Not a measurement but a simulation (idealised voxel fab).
Documented hereafter: the process module known as voxel trench capacitor.
This is section cut - it's 160 nm across, gridded in 5 nm square cells.
In this document a cross-section is written as a grid of square cells. It is given as a series of bands, listed from the top down, and a band is one or more rows of cells. For a band, the entry starts with two heights in nm, that of the top and then that of the bottom, and carries on with the band's materials in order from left to right, each alongside its width in nm; the word "all across" beside a single material means it fills the band edge to edge, and "air" means empty space. Heads up on the height convention: 0 is the point under which the incoming wafer is all one material, and the lowest band has no bottom, it just keeps going down, like "0..down". It should be noted that a width expressed as "30->40" varies in equal increments from row to row of cells within the band, taking the value of the first number at the top row and that of the second number at the bottom row. "nothing different" (step): cross-section cells unchanged, all of them. Any empty space of 8 cells or more lacking an open way to the top shows up in "Closed cavities" as width x height at distance, distance from the left edge, in nm. The remark found on a step's line after its settings is issued by the simulator itself and pertains to that step. overlay nm: mask offset rightward from planned place, masked step; negative means leftward offset.
The following list gives the planned process steps
1,RECEIVE: material Si
2,CONFORMAL_DEP: material SiN, thk nm 5
3,PATTERN: tone open, mask id TRENCH, material resist, width nm 30, pitch nm 50, thk nm 20, overlay nm 0
4,DIRECTIONAL_ETCH: etch materials SiN, depth nm 5
5,DIRECTIONAL_ETCH: etch materials Si, depth nm 25
6,STRIP: etch materials resist
7,CONFORMAL_DEP: material Al2O3, thk nm 5
8,CONFORMAL_DEP: material TiN, thk nm 5
9,FILL_DEP: material W, thk nm 10
10,CMP: height nm 5
Split variable: thk nm, step 8. Plan value = first wafer. Wafers start alike.
This is how the first of several wafers looked in cross-section when it arrived, which is after step 1
    0..down: Si all across
    Closed cavities: none
The table below has one row for each wafer; a row shows, as of the end of the module, how many cells of each material the wafer has gained, marked (+), or lost, marked (-), since it was received, and then the wafer's closed voids
thk nm 5; +48 Al2O3; -90 Si; +14 SiN; +36 TiN; +24 W; Closed cavities: none
thk nm 10; +48 Al2O3; -90 Si; +14 SiN; +60 TiN; Closed cavities: none
thk nm 15; +48 Al2O3; -90 Si; +14 SiN; +60 TiN; Closed cavities: none
thk nm 20; +48 Al2O3; -90 Si; +14 SiN; +60 TiN; Closed cavities: none
